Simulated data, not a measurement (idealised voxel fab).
process module | voxel released beams
Xsec cut, 150 nm wide, square cell size 5 nm.
For the purposes of this document, a cross-section shall be understood as a grid of square cells, specified as bands listed in top-to-bottom order, each band consisting of one or more rows of cells.
Read a band's entry like this: the first values are the height of its top and the height of its bottom in nm, and what follows is the sequence of materials from left to right, each with its width in nm. Note that "empty" is empty space, and that a single material marked "everywhere" reaches across the band from edge to edge.
Height reference: 0 = level under which incoming wafer is all one material. Lowest band: no bottom, runs on downward, e.g. "0 down".
Read "30->40" as a graded width: first number on top, second number at the bottom, same change between each pair of neighbouring rows.
Given "nothing got changed" for a step, no cell of the cross-section differs between before and after that step.
"Internal closed voids" lists enclosed empty spaces (at least 8 cells, no open path upward to the top), each as width x height at distance from the left edge, in nm.
On each step's line, the part that comes after the settings is the simulator's own comment on the step.
"overlay nm" denotes, for a step that has a mask, the displacement of the mask to the right of its planned place, with negative values corresponding to the left.
# Planned step list for the process
- 1: RECEIVE with material Si
- 2: CONFORMAL_DEP with material Al2O3, thk nm 10
- 3: DIRECTIONAL_DEP with material SiO2, thk nm 10
- 4: PATTERN with tone open, mask id ANCHOR, material resist, width nm 35, thk nm 15, overlay nm 0
- 5: DIRECTIONAL_ETCH with etch materials SiO2, depth nm 10
- 6: STRIP with etch materials resist
- 7: CONFORMAL_DEP with material polySi, thk nm 10
- 8: MASKED_ETCH with tone cover, mask id BEAM, width nm 80, etch materials polySi, depth nm 10, overlay nm 0
- 9: STRIP with etch materials SiO2
# First of two wafers: run as planned
# Here's what the wafer looked like in cross-section when it arrived - that's after step 1
	0 down: Si everywhere
	Internal closed voids: none
# So this is the wafer cross-section right after step 2
	10 to 0: Al2O3 everywhere
	Whatever lies below 0 is exactly as it was before.
# So this is the wafer cross-section right after step 3
	20 to 10: SiO2 everywhere
	Whatever lies below 10 is exactly as it was before.
# So this is the wafer cross-section right after step 4
	35 to 20: resist 35 | empty 35 | resist 80
	Whatever lies below 20 is exactly as it was before.
# So this is the wafer cross-section right after step 5
	35 to 20: resist 35 | empty 35 | resist 80
	20 to 10: SiO2 35 | empty 35 | SiO2 80
	Whatever lies below 10 is exactly as it was before.
# So this is the wafer cross-section right after step 6
	20 to 10: SiO2 35 | empty 35 | SiO2 80
	Whatever lies below 10 is exactly as it was before.
# So this is the wafer cross-section right after step 7
	30 to 20: polySi 45 | empty 15 | polySi 90
	20 to 10: SiO2 35 | polySi 35 | SiO2 80
	Whatever lies below 10 is exactly as it was before.
# So this is the wafer cross-section right after step 8
	30 to 20: empty 30 | polySi 15 | empty 15 | polySi 50 | empty 40
	Whatever lies below 20 is exactly as it was before.
# So this is the wafer cross-section right after step 9
	30 to 20: empty 30 | polySi 15 | empty 15 | polySi 50 | empty 40
	20 to 10: empty 35 | polySi 35 | empty 80
	Whatever lies below 10 is exactly as it was before.
# Wafer two: like wafer one in start and plan, but with one mistake in execution; identical up to and including step 8
# Second wafer, sectioned view, at step 9's planned end time
	30 to 20: empty 30 | polySi 15 | empty 15 | polySi 50 | empty 40
	20 to 10: empty 35 | polySi 35 | empty 80
	Whatever lies below 10 is exactly as it was before.
Which mistake was made when the wafer was run? yeah, plan step 9 got run twice
Final cross-sections of the two wafers are identical, so the mistake has no effect on what this model computes.
